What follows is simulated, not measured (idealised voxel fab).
process module | voxel self aligned vias
cross-section cut | 285 nm wide | cells 5 nm
A cross-section is a grid of square cells, given in bands from the top down. A band is one or more rows of cells.
Each band's line starts with the height of the band's top and of its bottom, in nm. Then come its materials from left to right, each with its width in nm. One material with "throughout" fills the band from edge to edge. "air" is empty space.
Height 0 is the level under which the wafer as received is all one material. The lowest band goes on downwards, as in "0 down".
A width such as "30 to 40" changes by the same amount from each row of cells to the next, from the band's top row to its bottom row.
"no change" after a step means that no cell of the cross-section changed.
closed voids: empty space of 8 cells or more with no open way to the top, each as width x height at its distance from the left edge, in nm
after a step's settings: what the simulator itself notes on the step
overlay nm, on a step with a mask: how far to the right of its planned place the mask lay; to the left if negative
plan
1 op RECEIVE | material Si
2 op CONFORMAL_DEP | material SiO2 | thk nm 10
3 op CONFORMAL_DEP | material SiCN | thk nm 5
4 op DIRECTIONAL_DEP | material lowk | thk nm 30
5 op MASKED_ETCH | tone open | mask id LINES | width nm 30 | pitch nm 75 | etch materials lowk | depth nm 20 | overlay nm 0
6 op CONFORMAL_DEP | material TiN | thk nm 5
7 op FILL_DEP | material Ru | thk nm 5
8 op CMP | height nm 45
9 op SELECTIVE_ETCH | etch materials W Ru TiN | depth nm 5
10 op FILL_DEP | material SiN | thk nm 5
11 op CMP | height nm 45
12 op DIRECTIONAL_DEP | material lowk | thk nm 20
13 op MASKED_ETCH | tone open | mask id VIAS | width nm 50 | pitch nm 75 | etch materials lowk | depth nm 20 | overlay nm 0
14 op MASKED_ETCH | tone open | mask id VIAS | width nm 50 | pitch nm 75 | etch materials SiN | depth nm 5 | overlay nm 0
15 op CONFORMAL_DEP | material TiN | thk nm 5
16 op FILL_DEP | material Cu | thk nm 5
17 op CMP | height nm 65
18 op CONFORMAL_DEP | material SiCN | thk nm 5
varied across the wafers: depth nm of step 5. The plan shows the first wafer's value. All wafers start alike
first wafer as received, after step 1
  0 down: Si throughout
  closed voids: none
first wafer at the end, after step 18
  70 to 65: SiCN throughout
  65 to 50: lowk 80 | TiN 5 | Cu 40 | TiN 5 | lowk 25 | TiN 5 | Cu 40 | TiN 5 | lowk 80
  50 to 45: lowk 80 | TiN 15 | Cu 20 | TiN 15 | lowk 25 | TiN 15 | Cu 20 | TiN 15 | lowk 80
  45 to 40: lowk 90 | TiN 30 | lowk 45 | TiN 30 | lowk 90
  40 to 30: lowk 90 | TiN 5 | Ru 20 | TiN 5 | lowk 45 | TiN 5 | Ru 20 | TiN 5 | lowk 90
  30 to 25: lowk 90 | TiN 30 | lowk 45 | TiN 30 | lowk 90
  25 to 15: lowk throughout
  15 to 10: SiCN throughout
  10 to 0: SiO2 throughout
  0 down: Si throughout
  closed voids: none
last wafer at the end
  70 to 65: SiCN throughout
  65 to 50: lowk 80 | TiN 5 | Cu 40 | TiN 5 | lowk 25 | TiN 5 | Cu 40 | TiN 5 | lowk 80
  50 to 45: lowk 80 | TiN 15 | Cu 20 | TiN 15 | lowk 25 | TiN 15 | Cu 20 | TiN 15 | lowk 80
  45 to 40: lowk 90 | TiN 30 | lowk 45 | TiN 30 | lowk 90
  40 to 20: lowk 90 | TiN 5 | Ru 20 | TiN 5 | lowk 45 | TiN 5 | Ru 20 | TiN 5 | lowk 90
  20 to 15: lowk 90 | TiN 30 | lowk 45 | TiN 30 | lowk 90
  15 to 10: SiCN throughout
  10 to 0: SiO2 throughout
  0 down: Si throughout
  closed voids: none
each wafer at the end: cells of each material gained (+) or lost (-) since it was received, then its closed voids
depth nm 20 | +56 Cu | +16 Ru | +114 SiCN | +114 SiO2 | +56 TiN | +442 lowk | closed voids: none
depth nm 25 | +56 Cu | +24 Ru | +114 SiCN | +114 SiO2 | +60 TiN | +430 lowk | closed voids: none
depth nm 30 | +56 Cu | +32 Ru | +114 SiCN | +114 SiO2 | +64 TiN | +418 lowk | closed voids: none
depth nm 35 | +56 Cu | +32 Ru | +114 SiCN | +114 SiO2 | +64 TiN | +418 lowk | closed voids: none
depth nm 40 | +56 Cu | +32 Ru | +114 SiCN | +114 SiO2 | +64 TiN | +418 lowk | closed voids: none
depth nm 45 | +56 Cu | +32 Ru | +114 SiCN | +114 SiO2 | +64 TiN | +418 lowk | closed voids: none
